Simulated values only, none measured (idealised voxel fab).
Process module in this document: voxel ribs on slabs
Section shown: cut. Width: 185 nm. Cell size: 5 nm, square.
Bands, listed from the top down, are how a cross-section gets written in this document; the cross-section itself is a grid of square cells, and a band is one or more rows of them. Band: top height; bottom height; in nm. Then, left to right: material with width in nm, for each material. "throughout": a single material spanning edge to edge. "empty": empty space. All heights in this document are referenced to 0, defined as the level beneath which the wafer, as received, consists entirely of one material. The lowest band is not bounded below; it extends indefinitely downward and is written in the form "top 0, no bottom". Read "30 to 40" as a graded width: first number on top, second number at the bottom, same change between each pair of neighbouring rows. "no alteration" after a step means that no cell of the cross-section changed. The label "Sealed void list" introduces a list of the empty spaces, 8 cells or larger, that have no open way up to the top; each entry in it reads width x height at distance, where the distance is taken from the left edge and all three are stated in nm. That trailing text on a step's line, after the settings, is the simulator's own remark on the step. For masked steps, "overlay nm" on the step line gives how far right of plan the mask actually lay; a minus sign means it lay to the left.
# Process steps (planned)
| 1 | RECEIVE, material Si |
| 2 | DIRECTIONAL_DEP, material SiO2, thk nm 30 |
| 3 | DIRECTIONAL_DEP, material polySi, thk nm 20 |
| 4 | MASKED_ETCH, tone cover, mask id RIB, width nm 20, etch materials polySi, depth nm 5, overlay nm 0 |
| 5 | DIRECTIONAL_DEP, material aC, thk nm 15 |
| 6 | PATTERN, tone cover, mask id SLAB, material resist, width nm 50, thk nm 30, overlay nm 0 |
| 7 | DIRECTIONAL_ETCH, etch materials aC, depth nm 15 |
| 8 | STRIP, etch materials resist |
| 9 | DIRECTIONAL_ETCH, etch materials polySi, depth nm 15 |
| 10 | STRIP, etch materials aC |
| 11 | FILL_DEP, material SiO2, thk nm 20 |
| 12 | CMP, height nm 60 |
| 13 | DIRECTIONAL_DEP, material W, thk nm 5 |
| 14 | MASKED_ETCH, tone cover, mask id HEATER, width nm 30, etch materials W, depth nm 5, overlay nm 0 |
| 15 | CONFORMAL_DEP, material SiO2, thk nm 5 |
# The first of two wafers, run as planned
# Cross-section of the wafer at receipt, which is the condition after step 1
- top 0, no bottom | Si throughout
- Sealed void list: none
# Wafer section view after processing step 2
- top 30, bottom 0 | SiO2 throughout
- Unchanged below 0.
# Wafer section view after processing step 3
- top 50, bottom 30 | polySi throughout
- Unchanged below 30.
# Wafer section view after processing step 4
- top 50, bottom 45 | empty 80  polySi 20  empty 85
- Unchanged below 45.
# Wafer section view after processing step 5
- top 65, bottom 60 | empty 80  aC 20  empty 85
- top 60, bottom 50 | aC throughout
- top 50, bottom 45 | aC 80  polySi 20  aC 85
- Unchanged below 45.
# Wafer section view after processing step 6
- top 95, bottom 65 | empty 65  resist 50  empty 70
- top 65, bottom 60 | empty 65  resist 15  aC 20  resist 15  empty 70
- Unchanged below 60.
# Wafer section view after processing step 7
- top 80, bottom 65 | empty 65  resist 50  empty 70
- top 65, bottom 60 | empty 65  resist 15  aC 20  resist 15  empty 70
- top 60, bottom 50 | empty 65  aC 50  empty 70
- top 50, bottom 45 | empty 65  aC 15  polySi 20  aC 15  empty 70
- Unchanged below 45.
# Wafer section view after processing step 8
- top 65, bottom 60 | empty 80  aC 20  empty 85
- Unchanged below 60.
# Wafer section view after processing step 9
- top 65, bottom 60 | empty 80  aC 20  empty 85
- top 60, bottom 50 | empty 65  aC 50  empty 70
- top 50, bottom 45 | empty 65  aC 15  polySi 20  aC 15  empty 70
- top 45, bottom 30 | empty 65  polySi 50  empty 70
- Unchanged below 30.
# Wafer section view after processing step 10
- top 50, bottom 45 | empty 80  polySi 20  empty 85
- Unchanged below 45.
# Wafer section view after processing step 11
- top 70, bottom 50 | SiO2 throughout
- top 50, bottom 45 | SiO2 80  polySi 20  SiO2 85
- top 45, bottom 30 | SiO2 65  polySi 50  SiO2 70
- Unchanged below 30.
# Wafer section view after processing step 12
- top 60, bottom 50 | SiO2 throughout
- Unchanged below 50.
# Wafer section view after processing step 13
- top 65, bottom 60 | W throughout
- Unchanged below 60.
# Wafer section view after processing step 14
- top 65, bottom 60 | empty 75  W 30  empty 80
- Unchanged below 60.
# Wafer section view after processing step 15
- top 70, bottom 65 | empty 70  SiO2 40  empty 75
- top 65, bottom 60 | SiO2 75  W 30  SiO2 80
- Unchanged below 60.
# For the second wafer, take the first wafer's start and plan, then add one mistake made in running it; everything through step 1, that step included, is shared with the first
# Cross-section: second wafer, time at which step 2 was scheduled to end
- top 20, bottom 0 | polySi throughout
- Unchanged below 0.
# Cross-section: second wafer, time at which step 3 was scheduled to end
- top 50, bottom 20 | SiO2 throughout
- Unchanged below 20.
Cross-section: second wafer, time at which step 4 was scheduled to end: no alteration
# Cross-section: second wafer, time at which step 5 was scheduled to end
- top 65, bottom 50 | aC throughout
- Unchanged below 50.
# Cross-section: second wafer, time at which step 6 was scheduled to end
- top 95, bottom 65 | empty 65  resist 50  empty 70
- Unchanged below 65.
# Cross-section: second wafer, time at which step 7 was scheduled to end
- top 80, bottom 65 | empty 65  resist 50  empty 70
- top 65, bottom 50 | empty 65  aC 50  empty 70
- Unchanged below 50.
# Cross-section: second wafer, time at which step 8 was scheduled to end
- top 65, bottom 50 | empty 65  aC 50  empty 70
- Unchanged below 50.
Cross-section: second wafer, time at which step 9 was scheduled to end: no alteration
# Cross-section: second wafer, time at which step 10 was scheduled to end
- top 50, bottom 20 | SiO2 throughout
- Unchanged below 20.
# Cross-section: second wafer, time at which step 11 was scheduled to end
- top 70, bottom 20 | SiO2 throughout
- Unchanged below 20.
# Cross-section: second wafer, time at which step 12 was scheduled to end
- top 60, bottom 20 | SiO2 throughout
- Unchanged below 20.
# Cross-section: second wafer, time at which step 13 was scheduled to end
- top 65, bottom 60 | W throughout
- Unchanged below 60.
# Cross-section: second wafer, time at which step 14 was scheduled to end
- top 65, bottom 60 | empty 75  W 30  empty 80
- Unchanged below 60.
# Cross-section: second wafer, time at which step 15 was scheduled to end
- top 70, bottom 65 | empty 70  SiO2 40  empty 75
- top 65, bottom 60 | SiO2 75  W 30  SiO2 80
- Unchanged below 60.
Finding, execution versus plan: step 2 ran in the slot meant for step 3, and vice versa
At the finish, the second wafer shows more or fewer cells for some materials than the first does: -114 SiO2 | +114 polySi
